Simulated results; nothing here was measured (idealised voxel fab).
process module | voxel capacitor over wiring
cross-section cut | 210 nm wide | cells 5 nm
A cross-section is a grid of square cells, given in bands from the top down. A band is one or more rows of cells.
Each band's line starts with the height of the band's top and of its bottom, in nm. Then come its materials from left to right, each with its width in nm. One material with "throughout" fills the band from edge to edge. "air" is empty space.
Height 0 is the level under which the wafer as received is all one material. The lowest band goes on downwards, as in "0 down".
A width such as "30 to 40" changes by the same amount from each row of cells to the next, from the band's top row to its bottom row.
"no change" after a step means that no cell of the cross-section changed.
closed voids: empty space of 8 cells or more with no open way to the top, each as width x height at its distance from the left edge, in nm
after a step's settings: what the simulator itself notes on the step
overlay nm, on a step with a mask: how far to the right of its planned place the mask lay; to the left if negative
plan
1 op RECEIVE | material Si
2 op CONFORMAL_DEP | material SiO2 | thk nm 15
3 op CONFORMAL_DEP | material SiCN | thk nm 5
4 op DIRECTIONAL_DEP | material SiO2 | thk nm 20
5 op PATTERN | tone open | mask id METAL_1 | material resist | width nm 20 | pitch nm 80 | thk nm 15 | overlay nm 0
6 op DIRECTIONAL_ETCH | etch materials SiO2 | depth nm 20
7 op DIRECTIONAL_ETCH | etch materials SiCN | depth nm 5
8 op STRIP | etch materials resist
9 op CONFORMAL_DEP | material TiN | thk nm 5
10 op FILL_DEP | material W | thk nm 10
11 op CMP | height nm 40
12 op EPI | material Ru | thk nm 5
13 op FILL_DEP | material SiCN | thk nm 5
14 op DIRECTIONAL_DEP | material lowk | thk nm 15
15 op MASKED_ETCH | tone open | mask id PLUG_1 | width nm 15 | etch materials lowk | depth nm 15 | overlay nm 0
16 op MASKED_ETCH | tone open | mask id PLUG_1 | width nm 15 | etch materials SiCN | depth nm 5 | overlay nm 0
17 op EPI | material Ru | thk nm 10
18 op EPI | material Ru | thk nm 10
19 op DIRECTIONAL_DEP | material TiN | thk nm 5
20 op DIRECTIONAL_DEP | material HfO2 | thk nm 5
21 op DIRECTIONAL_DEP | material TiN | thk nm 5
22 op PATTERN | tone cover | mask id UPPER_PLATE | material resist | width nm 65 | thk nm 20 | overlay nm 0
23 op DIRECTIONAL_ETCH | etch materials TiN | depth nm 5
24 op DIRECTIONAL_ETCH | etch materials HfO2 | depth nm 5
25 op STRIP | etch materials resist
26 op MASKED_ETCH | tone cover | mask id LOWER_PLATE | width nm 75 | etch materials TiN | depth nm 5 | overlay nm 0
27 op FILL_DEP | material SiO2 | thk nm 20
28 op CMP | height nm 95
29 op PATTERN | tone open | mask id PLUG_2 | material resist | width nm 15 | thk nm 20 | overlay nm 0
30 op DIRECTIONAL_ETCH | etch materials SiO2 | depth nm 15
31 op STRIP | etch materials resist
32 op CONFORMAL_DEP | material TiN | thk nm 5
33 op FILL_DEP | material Cu | thk nm 10
34 op CMP | height nm 95
35 op CONFORMAL_DEP | material SiN | thk nm 5
first wafer, as planned
as received, after step 1
  0 down: Si throughout
  closed voids: none
after step 2
  15 to 0: SiO2 throughout
  below 0: unchanged
after step 3
  20 to 15: SiCN throughout
  below 15: unchanged
after step 4
  40 to 20: SiO2 throughout
  below 20: unchanged
after step 5
  55 to 40: resist 55 | air 20 | resist 60 | air 20 | resist 55
  below 40: unchanged
after step 6
  55 to 40: resist 55 | air 20 | resist 60 | air 20 | resist 55
  40 to 20: SiO2 55 | air 20 | SiO2 60 | air 20 | SiO2 55
  below 20: unchanged
after step 7
  55 to 40: resist 55 | air 20 | resist 60 | air 20 | resist 55
  40 to 20: SiO2 55 | air 20 | SiO2 60 | air 20 | SiO2 55
  20 to 15: SiCN 55 | air 20 | SiCN 60 | air 20 | SiCN 55
  below 15: unchanged
after step 8
  40 to 20: SiO2 55 | air 20 | SiO2 60 | air 20 | SiO2 55
  below 20: unchanged
after step 9
  45 to 40: TiN 60 | air 10 | TiN 70 | air 10 | TiN 60
  40 to 20: SiO2 55 | TiN 5 | air 10 | TiN 5 | SiO2 60 | TiN 5 | air 10 | TiN 5 | SiO2 55
  20 to 15: SiCN 55 | TiN 20 | SiCN 60 | TiN 20 | SiCN 55
  below 15: unchanged
after step 10
  55 to 45: W throughout
  45 to 40: TiN 60 | W 10 | TiN 70 | W 10 | TiN 60
  40 to 20: SiO2 55 | TiN 5 | W 10 | TiN 5 | SiO2 60 | TiN 5 | W 10 | TiN 5 | SiO2 55
  below 20: unchanged
after step 11
  40 to 20: SiO2 55 | TiN 5 | W 10 | TiN 5 | SiO2 60 | TiN 5 | W 10 | TiN 5 | SiO2 55
  below 20: unchanged
after step 12
  45 to 40: air 50 | Ru 30 | air 50 | Ru 30 | air 50
  below 40: unchanged
after step 13
  50 to 45: SiCN throughout
  45 to 40: SiCN 50 | Ru 30 | SiCN 50 | Ru 30 | SiCN 50
  below 40: unchanged
after step 14
  65 to 50: lowk throughout
  below 50: unchanged
after step 15
  65 to 50: lowk 60 | air 15 | lowk 135
  below 50: unchanged
after step 16
  65 to 50: lowk 60 | air 15 | lowk 135
  50 to 45: SiCN 60 | air 15 | SiCN 135
  below 45: unchanged
after step 17
  65 to 55: lowk 60 | air 15 | lowk 135
  55 to 50: lowk 60 | Ru 15 | lowk 135
  50 to 45: SiCN 60 | Ru 15 | SiCN 135
  below 45: unchanged
after step 18
  65 to 50: lowk 60 | Ru 15 | lowk 135
  below 50: unchanged
after step 19
  70 to 65: TiN throughout
  below 65: unchanged
after step 20
  75 to 70: HfO2 throughout
  below 70: unchanged
after step 21
  80 to 75: TiN throughout
  below 75: unchanged
after step 22
  100 to 80: air 60 | resist 65 | air 85
  below 80: unchanged
after step 23
  100 to 80: air 60 | resist 65 | air 85
  80 to 75: air 60 | TiN 65 | air 85
  below 75: unchanged
after step 24
  100 to 80: air 60 | resist 65 | air 85
  80 to 75: air 60 | TiN 65 | air 85
  75 to 70: air 60 | HfO2 65 | air 85
  below 70: unchanged
after step 25
  80 to 75: air 60 | TiN 65 | air 85
  below 75: unchanged
after step 26
  80 to 75: air 60 | TiN 65 | air 85
  75 to 70: air 60 | HfO2 65 | air 85
  70 to 65: air 55 | TiN 75 | air 80
  below 65: unchanged
after step 27
  100 to 80: SiO2 throughout
  80 to 75: SiO2 60 | TiN 65 | SiO2 85
  75 to 70: SiO2 60 | HfO2 65 | SiO2 85
  70 to 65: SiO2 55 | TiN 75 | SiO2 80
  below 65: unchanged
after step 28
  95 to 80: SiO2 throughout
  below 80: unchanged
after step 29
  115 to 95: resist 70 | air 15 | resist 125
  below 95: unchanged
after step 30
  115 to 95: resist 70 | air 15 | resist 125
  95 to 80: SiO2 70 | air 15 | SiO2 125
  below 80: unchanged
after step 31
  95 to 80: SiO2 70 | air 15 | SiO2 125
  below 80: unchanged
after step 32
  100 to 95: TiN 75 | air 5 | TiN 130
  95 to 85: SiO2 70 | TiN 5 | air 5 | TiN 5 | SiO2 125
  85 to 75: SiO2 70 to 60 | TiN 15 to 65 | SiO2 125 to 85
  below 75: unchanged
after step 33
  110 to 100: Cu throughout
  100 to 95: TiN 75 | Cu 5 | TiN 130
  95 to 85: SiO2 70 | TiN 5 | Cu 5 | TiN 5 | SiO2 125
  below 85: unchanged
after step 34
  95 to 85: SiO2 70 | TiN 5 | Cu 5 | TiN 5 | SiO2 125
  below 85: unchanged
after step 35
  100 to 95: SiN throughout
  below 95: unchanged
second wafer: like start, like plan, one mistake. Through step 1 it matches the first wafer
when step 2 should have ended
  5 to 0: SiCN throughout
  below 0: unchanged
when step 3 should have ended
  20 to 5: SiO2 throughout
  below 5: unchanged
when step 4 should have ended
  40 to 5: SiO2 throughout
  below 5: unchanged
when step 5 should have ended
  55 to 40: resist 55 | air 20 | resist 60 | air 20 | resist 55
  below 40: unchanged
when step 6 should have ended
  55 to 40: resist 55 | air 20 | resist 60 | air 20 | resist 55
  40 to 20: SiO2 55 | air 20 | SiO2 60 | air 20 | SiO2 55
  below 20: unchanged
when step 7 should have ended: no change
when step 8 should have ended
  40 to 20: SiO2 55 | air 20 | SiO2 60 | air 20 | SiO2 55
  below 20: unchanged
when step 9 should have ended
  45 to 40: TiN 60 | air 10 | TiN 70 | air 10 | TiN 60
  40 to 25: SiO2 55 | TiN 5 | air 10 | TiN 5 | SiO2 60 | TiN 5 | air 10 | TiN 5 | SiO2 55
  25 to 20: SiO2 55 | TiN 20 | SiO2 60 | TiN 20 | SiO2 55
  below 20: unchanged
when step 10 should have ended
  55 to 45: W throughout
  45 to 40: TiN 60 | W 10 | TiN 70 | W 10 | TiN 60
  40 to 25: SiO2 55 | TiN 5 | W 10 | TiN 5 | SiO2 60 | TiN 5 | W 10 | TiN 5 | SiO2 55
  below 25: unchanged
when step 11 should have ended
  40 to 25: SiO2 55 | TiN 5 | W 10 | TiN 5 | SiO2 60 | TiN 5 | W 10 | TiN 5 | SiO2 55
  below 25: unchanged
when step 12 should have ended
  45 to 40: air 50 | Ru 30 | air 50 | Ru 30 | air 50
  below 40: unchanged
when step 13 should have ended
  50 to 45: SiCN throughout
  45 to 40: SiCN 50 | Ru 30 | SiCN 50 | Ru 30 | SiCN 50
  below 40: unchanged
when step 14 should have ended
  65 to 50: lowk throughout
  below 50: unchanged
when step 15 should have ended
  65 to 50: lowk 60 | air 15 | lowk 135
  below 50: unchanged
when step 16 should have ended
  65 to 50: lowk 60 | air 15 | lowk 135
  50 to 45: SiCN 60 | air 15 | SiCN 135
  below 45: unchanged
when step 17 should have ended
  65 to 55: lowk 60 | air 15 | lowk 135
  55 to 50: lowk 60 | Ru 15 | lowk 135
  50 to 45: SiCN 60 | Ru 15 | SiCN 135
  below 45: unchanged
when step 18 should have ended
  65 to 50: lowk 60 | Ru 15 | lowk 135
  below 50: unchanged
when step 19 should have ended
  70 to 65: TiN throughout
  below 65: unchanged
when step 20 should have ended
  75 to 70: HfO2 throughout
  below 70: unchanged
when step 21 should have ended
  80 to 75: TiN throughout
  below 75: unchanged
when step 22 should have ended
  100 to 80: air 60 | resist 65 | air 85
  below 80: unchanged
when step 23 should have ended
  100 to 80: air 60 | resist 65 | air 85
  80 to 75: air 60 | TiN 65 | air 85
  below 75: unchanged
when step 24 should have ended
  100 to 80: air 60 | resist 65 | air 85
  80 to 75: air 60 | TiN 65 | air 85
  75 to 70: air 60 | HfO2 65 | air 85
  below 70: unchanged
when step 25 should have ended
  80 to 75: air 60 | TiN 65 | air 85
  below 75: unchanged
when step 26 should have ended
  80 to 75: air 60 | TiN 65 | air 85
  75 to 70: air 60 | HfO2 65 | air 85
  70 to 65: air 55 | TiN 75 | air 80
  below 65: unchanged
when step 27 should have ended
  100 to 80: SiO2 throughout
  80 to 75: SiO2 60 | TiN 65 | SiO2 85
  75 to 70: SiO2 60 | HfO2 65 | SiO2 85
  70 to 65: SiO2 55 | TiN 75 | SiO2 80
  below 65: unchanged
when step 28 should have ended
  95 to 80: SiO2 throughout
  below 80: unchanged
when step 29 should have ended
  115 to 95: resist 70 | air 15 | resist 125
  below 95: unchanged
when step 30 should have ended
  115 to 95: resist 70 | air 15 | resist 125
  95 to 80: SiO2 70 | air 15 | SiO2 125
  below 80: unchanged
when step 31 should have ended
  95 to 80: SiO2 70 | air 15 | SiO2 125
  below 80: unchanged
when step 32 should have ended
  100 to 95: TiN 75 | air 5 | TiN 130
  95 to 85: SiO2 70 | TiN 5 | air 5 | TiN 5 | SiO2 125
  85 to 75: SiO2 70 to 60 | TiN 15 to 65 | SiO2 125 to 85
  below 75: unchanged
when step 33 should have ended
  110 to 100: Cu throughout
  100 to 95: TiN 75 | Cu 5 | TiN 130
  95 to 85: SiO2 70 | TiN 5 | Cu 5 | TiN 5 | SiO2 125
  below 85: unchanged
when step 34 should have ended
  95 to 85: SiO2 70 | TiN 5 | Cu 5 | TiN 5 | SiO2 125
  below 85: unchanged
when step 35 should have ended
  100 to 95: SiN throughout
  below 95: unchanged
what went wrong: steps 2 and 3 were swapped
at the end the second wafer has, in cells: 8 more of SiCN | 4 fewer of TiN | 4 fewer of W
